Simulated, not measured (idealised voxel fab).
This is a process module. Its name is voxel ribs on slabs.
Section cut is 290 nm wide and gridded with 5 nm square cells.
Cross-section = grid of square cells, listed top down in bands; band = one or more rows.
Basically the band line says how high the top is and how high the bottom is, in nm, and then what's in it from left to right, every material with its width in nm. Empty space shows up as "empty", and if a single material carries "edge to edge" it runs the full band edge to edge.
Basically, 0 is our baseline, since under it the wafer straight out of the box is all one material. The bottom band has no lower end and keeps on going down, so it looks like "from 0 down".
The width entry "30 to 40" should be interpreted row by row: the top row of cells in the band takes the first number, the bottom row takes the second number, and the change between adjacent rows is uniform throughout.
The designation "same as before", where it is given for a processing step, indicates that no cell of the cross-section was altered in the course of that step.
Sealed cavities: empty space of 8 cells or more with no open way to the top, each as width x height at its distance from the left edge, in nm
Text after the settings on a step's line: the simulator's own remark on that step.
Each step line may optionally specify "overlay nm", which for a step with a mask gives the rightward distance between the mask's planned place and where it lay, a negative value indicating the leftward direction.
THE STEPS PLANNED FOR THE PROCESS ARE AS FOLLOWS
- 1: RECEIVE [material Si]
- 2: DIRECTIONAL_DEP [material SiO2] [thk nm 20]
- 3: DIRECTIONAL_DEP [material SiN] [thk nm 15]
- 4: PATTERN [tone cover] [mask id RIB] [material resist] [width nm 30] [thk nm 20] [overlay nm 0]
- 5: DIRECTIONAL_ETCH [etch materials SiN] [depth nm 10]
- 6: STRIP [etch materials resist]
- 7: PATTERN [tone cover] [mask id SLAB] [material resist] [width nm 60] [thk nm 20] [overlay nm 0]
- 8: DIRECTIONAL_ETCH [etch materials SiN] [depth nm 5]
- 9: STRIP [etch materials resist]
- 10: FILL_DEP [material SiO2] [thk nm 25]
- 11: CMP [height nm 55]
- 12: DIRECTIONAL_DEP [material TiN] [thk nm 5]
- 13: DIRECTIONAL_DEP [material aC] [thk nm 15]
- 14: PATTERN [tone cover] [mask id HEATER] [material resist] [width nm 40] [thk nm 30] [overlay nm 0]
- 15: DIRECTIONAL_ETCH [etch materials aC] [depth nm 15]
- 16: STRIP [etch materials resist]
- 17: DIRECTIONAL_ETCH [etch materials TiN] [depth nm 5]
- 18: STRIP [etch materials aC]
- 19: CONFORMAL_DEP [material SiN] [thk nm 5]
CROSS-SECTION OF THE WAFER UPON ARRIVAL, REPRESENTING THE STATE REACHED AFTER STEP 1
* from 0 down  Si edge to edge
* Sealed cavities: none
CROSS-SECTION, FIRST OF TWO WAFERS, END OF MODULE, RUN AS PLANNED
* from 65 to 60  empty 120 / SiN 50 / empty 120
* from 60 to 55  SiN 125 / TiN 40 / SiN 125
* from 55 to 35  SiO2 edge to edge
* from 35 to 25  SiO2 130 / SiN 30 / SiO2 130
* from 25 to 20  SiO2 115 / SiN 60 / SiO2 115
* from 20 to 0  SiO2 edge to edge
* from 0 down  Si edge to edge
* Sealed cavities: none
END OF MODULE, SECOND WAFER, CROSS-SECTION. STARTED LIKE THE FIRST, PLANNED LIKE THE FIRST, RUN WITH ONE MISTAKE
* from 65 to 60  empty 120 / SiN 50 / empty 120
* from 60 to 55  SiN 125 / TiN 40 / SiN 125
* from 55 to 35  SiO2 edge to edge
* from 35 to 25  SiO2 130 / SiN 30 / SiO2 130
* from 25 to 20  SiO2 115 / SiN 60 / SiO2 115
* from 20 to 0  SiN edge to edge
* from 0 down  Si edge to edge
* Sealed cavities: none
The plan and the run diverged here: step 2 went in with a setting other than planned; the actual run was DIRECTIONAL_DEP [material SiN] [thk nm 20]
The second wafer ends with more or fewer cells of some materials than the first, per final count: +232 SiN, -232 SiO2
